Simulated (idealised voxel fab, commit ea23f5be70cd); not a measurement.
Module name: voxel self aligned vias (process module)
Cross-section cut spans 280 nm and uses square cells 5 nm in size.
Format of a cross-section: grid, square cells. Given as bands. Order: top down. Band: one or more rows of cells. Band: top and bottom heights (nm) first, top before bottom; then materials from left to right, widths in nm. "all across" marks a sole material filling the band edge to edge. "blank" denotes empty space. Counting heights begins at 0, where everything beneath is, in the wafer as received, one material. The lowest band has no bottom; it goes on downwards, as "0 -> down" shows. Quick explanation for "30 to 40": the width changes in equal steps down the rows of cells, from the first number in the band's top row to the second number in its bottom row. For the purposes of this document, the phrase "same as before" attached to a step denotes that no cell within the cross-section was modified by that step. Enclosed voids (no open way to top), threshold 8 cells or more, entry "Closed void entries", notation width x height at distance, distance from left edge, nm. On a step's line, text after the settings is the simulator commenting on that step. overlay nm: mask offset rightward from planned place, masked step; negative means leftward offset.
## Planned step list for the process
1. RECEIVE (material Si)
2. CONFORMAL_DEP (material SiO2; thk nm 15)
3. CONFORMAL_DEP (material SiCN; thk nm 5)
4. DIRECTIONAL_DEP (material SiO2; thk nm 30)
5. MASKED_ETCH (tone open; mask id LINES; width nm 30; pitch nm 65; etch materials SiO2; depth nm 30; overlay nm 0)
6. CONFORMAL_DEP (material TiN; thk nm 5)
7. FILL_DEP (material Ru; thk nm 5)
8. CMP (height nm 50)
9. SELECTIVE_ETCH (etch materials W Ru TiN; depth nm 5)
10. FILL_DEP (material SiN; thk nm 5)
11. CMP (height nm 50)
12. DIRECTIONAL_DEP (material SiO2; thk nm 15)
13. MASKED_ETCH (tone open; mask id VIAS; width nm 30; pitch nm 130; etch materials SiO2; depth nm 15; overlay nm 0)
14. MASKED_ETCH (tone open; mask id VIAS; width nm 40; pitch nm 130; etch materials SiN; depth nm 5; overlay nm 0)
15. CONFORMAL_DEP (material TiN; thk nm 5)
16. FILL_DEP (material Ru; thk nm 5)
17. CMP (height nm 65)
18. CONFORMAL_DEP (material SiN; thk nm 5)
All wafers enter the flow in the same state. The width nm at step 13 differs from wafer to wafer, and the plan gives the value for the first wafer.
## Received condition of the first of several wafers, sectioned: post-step 1
- 0 -> down: Si all across
- Closed void entries: none
## Below: a row per wafer. Contents at end of module: for every material, cells gained since receipt (+) or lost since receipt (-); then closed voids
width nm 30; +72 Ru; +56 SiCN; +62 SiN; +528 SiO2; +66 TiN; Closed void entries: none
width nm 35; +76 Ru; +56 SiCN; +62 SiN; +522 SiO2; +68 TiN; Closed void entries: none
width nm 40; +80 Ru; +56 SiCN; +62 SiN; +516 SiO2; +70 TiN; Closed void entries: none
width nm 45; +84 Ru; +56 SiCN; +62 SiN; +510 SiO2; +72 TiN; Closed void entries: none
width nm 50; +88 Ru; +56 SiCN; +62 SiN; +504 SiO2; +74 TiN; Closed void entries: none
width nm 55; +92 Ru; +56 SiCN; +62 SiN; +498 SiO2; +76 TiN; Closed void entries: none
